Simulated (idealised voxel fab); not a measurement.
Process module under the name voxel transistor to metal
The cross-section shown here is cut; it is 150 nm wide and divided into square cells measuring 5 nm on a side.
If you're reading a cross-section in this doc, picture square cells in a grid; it comes to you as bands, top ones listed first down to the bottom, and a band can be one or more rows of cells. Heads up on the band format: heights come first, top then bottom, in nm. After that it's the materials left to right, each with its width in nm. A single material flagged "all across" fills the whole band edge to edge, and "empty" means there's empty space there. Heads up on the height convention: 0 is the point under which the incoming wafer is all one material, and the lowest band has no bottom, it just keeps going down, like "0 nm and below". Width: "30->40" (first number = top row, second number = bottom row, same change from row to row of cells). Reading "left unchanged" for a step: not a cell of the cross-section changed in it. If an empty space has no open way to the top and is at least 8 cells in size, "Cavities, sealed" lists it, written width x height at distance, where distance is measured from the left edge and every value is in nm. The remark found on a step's line after its settings is issued by the simulator itself and pertains to that step. On any step carrying a mask, the "overlay nm" setting, if present on the step's line, tells how far right of its planned place the mask lay; negative values point to the left.

The planned process steps are enumerated hereunder:
1 RECEIVE with material Si
2 OXIDIZE with depth nm 5
3 CONFORMAL_DEP with material SiN, thk nm 15
4 DIRECTIONAL_DEP with material aC, thk nm 10
5 PATTERN with tone cover, mask id ACTIVE, material resist, width nm 105, thk nm 25, overlay nm 0
6 DIRECTIONAL_ETCH with etch materials aC, depth nm 10
7 STRIP with etch materials resist
8 DIRECTIONAL_ETCH with etch materials SiN, depth nm 15
9 DIRECTIONAL_ETCH with etch materials SiO2, depth nm 5
10 DIRECTIONAL_ETCH with etch materials Si, depth nm 30
11 STRIP with etch materials aC
12 FILL_DEP with material SiO2, thk nm 10
13 CMP with height nm 15
14 SELECTIVE_ETCH with etch materials SiO2, depth nm 15
15 STRIP with etch materials SiN
16 SELECTIVE_ETCH with etch materials SiO2, depth nm 5
17 OXIDIZE with depth nm 5
18 DIRECTIONAL_DEP with material polySi, thk nm 30
19 DIRECTIONAL_DEP with material SiCN, thk nm 15
20 DIRECTIONAL_DEP with material aC, thk nm 10
21 PATTERN with tone cover, mask id GATE, material resist, width nm 25, thk nm 25, overlay nm 0
22 DIRECTIONAL_ETCH with etch materials aC, depth nm 10
23 STRIP with etch materials resist
24 DIRECTIONAL_ETCH with etch materials SiCN, depth nm 25
25 DIRECTIONAL_ETCH with etch materials polySi, depth nm 40
26 STRIP with etch materials aC
27 CONFORMAL_DEP with material SiN, thk nm 10
28 DIRECTIONAL_ETCH with etch materials SiN, depth nm 10
29 DIRECTIONAL_ETCH with etch materials SiO2, depth nm 5
30 DIRECTIONAL_ETCH with etch materials Si, depth nm 10
31 EPI with material pSi, thk nm 10
32 FILL_DEP with material SiO2, thk nm 5
33 CMP with height nm 25
34 STRIP with etch materials polySi
35 SELECTIVE_ETCH with etch materials SiO2, depth nm 5
36 CONFORMAL_DEP with material HfO2, thk nm 5
37 CONFORMAL_DEP with material TiN, thk nm 5
38 FILL_DEP with material W, thk nm 5
39 CMP with height nm 20
40 DIRECTIONAL_DEP with material SiO2, thk nm 15
41 MASKED_ETCH with tone open, mask id CONTACT, width nm 20, pitch nm 75, etch materials SiO2, depth nm 45, overlay nm 0
42 CONFORMAL_DEP with material TiN, thk nm 5
43 FILL_DEP with material W, thk nm 5
44 CMP with height nm 35
45 DIRECTIONAL_DEP with material TiN, thk nm 5
46 DIRECTIONAL_DEP with material W, thk nm 20
47 MASKED_ETCH with tone cover, mask id METAL_1, width nm 20, pitch nm 75, etch materials W, depth nm 20, overlay nm 0
48 MASKED_ETCH with tone cover, mask id METAL_1, width nm 20, pitch nm 75, etch materials TiN, depth nm 5, overlay nm 0
49 CONFORMAL_DEP with material SiCN, thk nm 5
50 FILL_DEP with material SiO2, thk nm 5
51 CMP with height nm 60
52 CONFORMAL_DEP with material SiCN, thk nm 5

Wafer at receipt (post step 1), cross-section:
0 nm and below | Si all across
Cavities, sealed: none

The cross-section shown corresponds to the wafer at the conclusion of the module. The initial structure and the process plan are those presented above; however, one mistake occurred in executing the plan:
65 nm to 60 nm | SiCN all across
60 nm to 40 nm | 20 SiO2 / 5 SiCN / 20 W / 5 SiCN / 45 SiO2 / 5 SiCN / 20 W / 5 SiCN / 25 SiO2
40 nm to 35 nm | 25 SiCN / 20 TiN / 55 SiCN / 20 TiN / 30 SiCN
35 nm to 20 nm | 25 SiO2 / 5 TiN / 10 W / 5 TiN / 55 SiO2 / 5 TiN / 10 W / 5 TiN / 30 SiO2
20 nm to 5 nm | 25 SiO2 / 5 TiN / 10 W / 5 TiN / 5 SiO2 / 10 SiN / 5 HfO2 / 5 TiN / 5 W / 5 TiN / 5 HfO2 / 10 SiN / 5 SiO2 / 5 TiN / 10 W / 5 TiN / 30 SiO2
5 nm to 0 nm | 25 SiO2 / 5 TiN / 5 W / 10 TiN / 5 SiO2 / 10 SiN / 5 HfO2 / 5 TiN / 5 W / 5 TiN / 5 HfO2 / 10 SiN / 5 SiO2 / 10 TiN / 5 W / 5 TiN / 30 SiO2
0 nm to -5 nm | 25 SiO2 / 5 TiN / 5 W / 5 TiN / 10 pSi / 10 SiN / 5 HfO2 / 15 TiN / 5 HfO2 / 10 SiN / 10 pSi / 5 TiN / 5 W / 5 TiN / 30 SiO2
-5 nm to -10 nm | 25 SiO2 / 15 TiN / 10 pSi / 5 SiO2 / 35 HfO2 / 5 SiO2 / 10 pSi / 15 TiN / 30 SiO2
-10 nm to -20 nm | 20 SiO2 / 30 pSi / 45 Si / 35 pSi / 20 SiO2
-20 nm to -35 nm | 20 SiO2 / 110 Si / 20 SiO2
-35 nm and below | Si all across
Cavities, sealed: none
Here's what went sideways: not per plan at step 5, really ran PATTERN with tone cover, mask id ACTIVE, material resist, width nm 110, thk nm 25, overlay nm 0
